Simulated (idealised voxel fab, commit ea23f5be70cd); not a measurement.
process module | voxel plated lines
cross-section cut | 180 nm wide | cells 5 nm
A cross-section is a grid of square cells, given in bands from the top down. A band is one or more rows of cells.
Each band's line starts with the height of the band's top and of its bottom, in nm. Then come its materials from left to right, each with its width in nm. One material with "throughout" fills the band from edge to edge. "air" is empty space.
Height 0 is the level under which the wafer as received is all one material. The lowest band goes on downwards, as in "0 down".
A width such as "30 to 40" changes by the same amount from each row of cells to the next, from the band's top row to its bottom row.
"no change" after a step means that no cell of the cross-section changed.
closed voids: empty space of 8 cells or more with no open way to the top, each as width x height at its distance from the left edge, in nm
after a step's settings: what the simulator itself notes on the step
overlay nm, on a step with a mask: how far to the right of its planned place the mask lay; to the left if negative
plan
1 op RECEIVE | material Si
2 op CONFORMAL_DEP | material Al2O3 | thk nm 5
3 op DIRECTIONAL_DEP | material TiN | thk nm 5
4 op PATTERN | tone open | mask id LINES | material resist | width nm 15 | pitch nm 35 | thk nm 40 | overlay nm 0
5 op EPI | material Ru | thk nm 10
6 op EPI | material Ru | thk nm 5
7 op EPI | material Ru | thk nm 5
8 op STRIP | etch materials resist
9 op DIRECTIONAL_ETCH | etch materials TiN | depth nm 5
10 op CONFORMAL_DEP | material SiCN | thk nm 10
first wafer, as planned
as received, after step 1
  0 down: Si throughout
  closed voids: none
after step 2
  5 to 0: Al2O3 throughout
  below 0: unchanged
after step 3
  10 to 5: TiN throughout
  below 5: unchanged
after step 4
  50 to 10: resist 65 | air 15 | resist 20 | air 15 | resist 65
  below 10: unchanged
after step 5
  50 to 20: resist 65 | air 15 | resist 20 | air 15 | resist 65
  20 to 10: resist 65 | Ru 15 | resist 20 | Ru 15 | resist 65
  below 10: unchanged
after step 6
  50 to 25: resist 65 | air 15 | resist 20 | air 15 | resist 65
  25 to 10: resist 65 | Ru 15 | resist 20 | Ru 15 | resist 65
  below 10: unchanged
after step 7
  50 to 30: resist 65 | air 15 | resist 20 | air 15 | resist 65
  30 to 10: resist 65 | Ru 15 | resist 20 | Ru 15 | resist 65
  below 10: unchanged
after step 8
  30 to 10: air 65 | Ru 15 | air 20 | Ru 15 | air 65
  below 10: unchanged
after step 9
  30 to 10: air 65 | Ru 15 | air 20 | Ru 15 | air 65
  10 to 5: air 65 | TiN 15 | air 20 | TiN 15 | air 65
  below 5: unchanged
after step 10
  40 to 30: air 55 | SiCN 70 | air 55
  30 to 15: air 55 | SiCN 10 | Ru 15 | SiCN 20 | Ru 15 | SiCN 10 | air 55
  15 to 10: SiCN 65 | Ru 15 | SiCN 20 | Ru 15 | SiCN 65
  10 to 5: SiCN 65 | TiN 15 | SiCN 20 | TiN 15 | SiCN 65
  below 5: unchanged
second wafer: like start, like plan, one mistake. Through step 3 it matches the first wafer
when step 4 should have ended: no change
when step 5 should have ended
  20 to 10: Ru throughout
  below 10: unchanged
when step 6 should have ended
  25 to 10: Ru throughout
  below 10: unchanged
when step 7 should have ended
  30 to 10: Ru throughout
  below 10: unchanged
when step 8 should have ended: no change
when step 9 should have ended: no change
when step 10 should have ended
  40 to 30: SiCN throughout
  below 30: unchanged
what went wrong: step 4 was left out
at the end the second wafer has, in cells: 120 more of Ru | 40 fewer of SiCN | 30 more of TiN
